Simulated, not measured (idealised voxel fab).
Process module under the name voxel self aligned vias
In the cross-section labelled cut, the width is 155 nm and each square cell is 5 nm.
If you're reading a cross-section in this doc, picture square cells in a grid; it comes to you as bands, top ones listed first down to the bottom, and a band can be one or more rows of cells.
Basically the band line says how high the top is and how high the bottom is, in nm, and then what's in it from left to right, every material with its width in nm. Empty space shows up as "air", and if a single material carries "full width" it runs the full band edge to edge.
Height is counted from the level 0, under which the received wafer is composed throughout of one material. The lowest of the bands is not closed at the bottom but continues downward, in the notation "z 0 and below".
The two numbers in a width such as "30->40" mark its ends across the band: the first belongs to the top row of cells, the second to the bottom row, and from each row to the next the width moves by the same amount.
When a step is marked "changes: none", none of the cells in the cross-section changed during that step.
Empty spaces without an open route to the top, at least 8 cells in extent, make up the entry "Sealed voids"; each is given as width x height at distance, where the distance is measured from the left edge, and all are in nm.
Post-settings text on a step line: simulator's own remark regarding the step.
Regarding "overlay nm": on a step with a mask, it is the distance the mask lay to the right of its planned place; a negative value places it to the left.
Intended process steps:
1 RECEIVE, material Si
2 CONFORMAL_DEP, material SiO2, thk nm 10
3 CONFORMAL_DEP, material SiCN, thk nm 5
4 DIRECTIONAL_DEP, material lowk, thk nm 30
5 MASKED_ETCH, tone open, mask id LINES, width nm 30, pitch nm 65, etch materials lowk, depth nm 30, overlay nm 0
6 CONFORMAL_DEP, material TiN, thk nm 5
7 FILL_DEP, material Ru, thk nm 10
8 CMP, height nm 45
9 SELECTIVE_ETCH, etch materials W Ru TiN, depth nm 5
10 FILL_DEP, material SiN, thk nm 10
11 CMP, height nm 45
12 DIRECTIONAL_DEP, material lowk, thk nm 15
13 PATTERN, tone open, mask id VIAS, material resist, width nm 50, thk nm 15, overlay nm 0
14 DIRECTIONAL_ETCH, etch materials lowk, depth nm 15
15 DIRECTIONAL_ETCH, etch materials SiN, depth nm 5
16 STRIP, etch materials resist
17 CONFORMAL_DEP, material TiN, thk nm 5
18 FILL_DEP, material Cu, thk nm 5
19 CMP, height nm 60
20 CONFORMAL_DEP, material SiCN, thk nm 5
Step 1 complete: cross-section of the wafer as received:
  z 0 and below  Si full width
  Sealed voids: none
Wafer at module end, in section. Began as above, planned as above, run with one mistake:
  z 65 to 60  SiCN full width
  z 60 to 45  lowk=20; TiN=5; Cu=40; TiN=5; lowk=85
  z 45 to 40  lowk=20; TiN=50; lowk=25; SiN=30; lowk=30
  z 40 to 30  lowk=20; TiN=15; Ru=20; TiN=15; lowk=25; TiN=5; Ru=20; TiN=5; lowk=30
  z 30 to 20  lowk=30; TiN=5; Ru=20; TiN=5; lowk=35; TiN=5; Ru=20; TiN=5; lowk=30
  z 20 to 15  lowk=30; TiN=30; lowk=35; TiN=30; lowk=30
  z 15 to 10  SiCN full width
  z 10 to 0  SiO2 full width
  z 0 and below  Si full width
  Sealed voids: none
Nonconformance to the process plan: the plan's step 14 ran twice
